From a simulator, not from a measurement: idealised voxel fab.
The process module that follows is named voxel capacitor over wiring.
220 nm wide, 5 nm square cells: that's cross-section cut.
Just so we're on the same page, the cross-sections are grids of square cells, and they're listed out in bands top to bottom, each band one or more rows deep.
The band entry comprises the height of the band's top followed by the height of its bottom, expressed in nm, and subsequently the band's materials from left to right, each stated together with its width in nm. Where a single material is marked with the word "full width", that material fills the band from edge to edge. The word "air" represents empty space.
Heights are measured from 0, the level below which the as-received wafer is all one material; the lowest band has no bottom and continues downward, written as in "0 -> down".
Think of "30..40" as a width that walks from the first number to the second as you go down the band, top row to bottom row, taking equal-sized steps from row to row.
When a step is marked "left unchanged", none of the cells in the cross-section changed during that step.
Empty spaces without an open route to the top, at least 8 cells in extent, make up the entry "Enclosed empty spaces"; each is given as width x height at distance, where the distance is measured from the left edge, and all are in nm.
It should be noted that, on the line of a given step, the content following the step's settings is a remark produced by the simulator itself with respect to that step.
A step line may carry the setting "overlay nm", which, for steps involving a mask, states the distance by which the mask lay to the right of its intended position; negative values denote displacement to the left.

THE FOLLOWING LIST GIVES THE PLANNED PROCESS STEPS
- 1: RECEIVE: material Si
- 2: CONFORMAL_DEP: material SiO2, thk nm 10
- 3: CONFORMAL_DEP: material SiN, thk nm 5
- 4: DIRECTIONAL_DEP: material lowk, thk nm 15
- 5: PATTERN: tone open, mask id METAL_1, material resist, width nm 20, pitch nm 70, thk nm 15, overlay nm 0
- 6: DIRECTIONAL_ETCH: etch materials lowk, depth nm 15
- 7: DIRECTIONAL_ETCH: etch materials SiN, depth nm 5
- 8: STRIP: etch materials resist
- 9: CONFORMAL_DEP: material TiN, thk nm 5
- 10: FILL_DEP: material Cu, thk nm 10
- 11: CMP: height nm 30
- 12: CONFORMAL_DEP: material SiCN, thk nm 5
- 13: DIRECTIONAL_DEP: material lowk, thk nm 20
- 14: DIRECTIONAL_DEP: material aC, thk nm 10
- 15: PATTERN: tone open, mask id PLUG_1, material resist, width nm 15, thk nm 30, overlay nm 0
- 16: DIRECTIONAL_ETCH: etch materials aC, depth nm 10
- 17: STRIP: etch materials resist
- 18: DIRECTIONAL_ETCH: etch materials lowk, depth nm 20
- 19: DIRECTIONAL_ETCH: etch materials SiCN, depth nm 5
- 20: STRIP: etch materials aC
- 21: EPI: material Ru, thk nm 10
- 22: EPI: material Ru, thk nm 10
- 23: EPI: material Ru, thk nm 5
- 24: DIRECTIONAL_DEP: material TiN, thk nm 10
- 25: DIRECTIONAL_DEP: material SiN, thk nm 5
- 26: DIRECTIONAL_DEP: material TiN, thk nm 10
- 27: PATTERN: tone cover, mask id UPPER_PLATE, material resist, width nm 55, thk nm 15, overlay nm 0
- 28: DIRECTIONAL_ETCH: etch materials TiN, depth nm 10
- 29: DIRECTIONAL_ETCH: etch materials SiN, depth nm 5
- 30: STRIP: etch materials resist
- 31: MASKED_ETCH: tone cover, mask id LOWER_PLATE, width nm 65, etch materials TiN, depth nm 10, overlay nm 0
- 32: FILL_DEP: material SiO2, thk nm 15
- 33: CMP: height nm 90
- 34: DIRECTIONAL_DEP: material aC, thk nm 15
- 35: PATTERN: tone open, mask id PLUG_2, material resist, width nm 15, thk nm 30, overlay nm 0
- 36: DIRECTIONAL_ETCH: etch materials aC, depth nm 15
- 37: STRIP: etch materials resist
- 38: DIRECTIONAL_ETCH: etch materials SiO2, depth nm 10
- 39: STRIP: etch materials aC
- 40: CONFORMAL_DEP: material TiN, thk nm 5
- 41: FILL_DEP: material Cu, thk nm 5
- 42: CMP: height nm 90
- 43: CONFORMAL_DEP: material SiCN, thk nm 5

CROSS-SECTIONAL VIEW OF THE WAFER IN ITS AS-RECEIVED CONDITION, CORRESPONDING TO THE STATE AFTER STEP 1
  0 -> down = Si full width
  Enclosed empty spaces: none

HERE'S THE WAFER CUT IN CROSS-SECTION AFTER THE MODULE, STARTED AND PLANNED JUST LIKE ABOVE, EXCEPT ONE THING WAS DONE WRONG IN THE RUN
  95 -> 90 = SiCN full width
  90 -> 85 = 80 SiO2  5 TiN  5 Cu  5 TiN  125 SiO2
  85 -> 80 = 80 SiO2  15 TiN  125 SiO2
  80 -> 70 = 70 SiO2  55 TiN  95 SiO2
  70 -> 65 = 70 SiO2  55 SiN  95 SiO2
  65 -> 55 = 65 SiO2  65 TiN  90 SiO2
  55 -> 35 = 70 lowk  15 Ru  135 lowk
  35 -> 30 = 70 SiCN  15 Ru  135 SiCN
  30 -> 15 = 75 lowk  5 TiN  10 Cu  5 TiN  50 lowk  5 TiN  10 Cu  5 TiN  55 lowk
  15 -> 10 = 75 SiN  20 TiN  50 SiN  20 TiN  55 SiN
  10 -> 0 = SiO2 full width
  0 -> down = Si full width
  Enclosed empty spaces: none
Plan not followed: for step 5, the planned setting was not used; the step was instead run as PATTERN: tone open, mask id METAL_1, material resist, width nm 20, pitch nm 70, thk nm 15, overlay nm 10
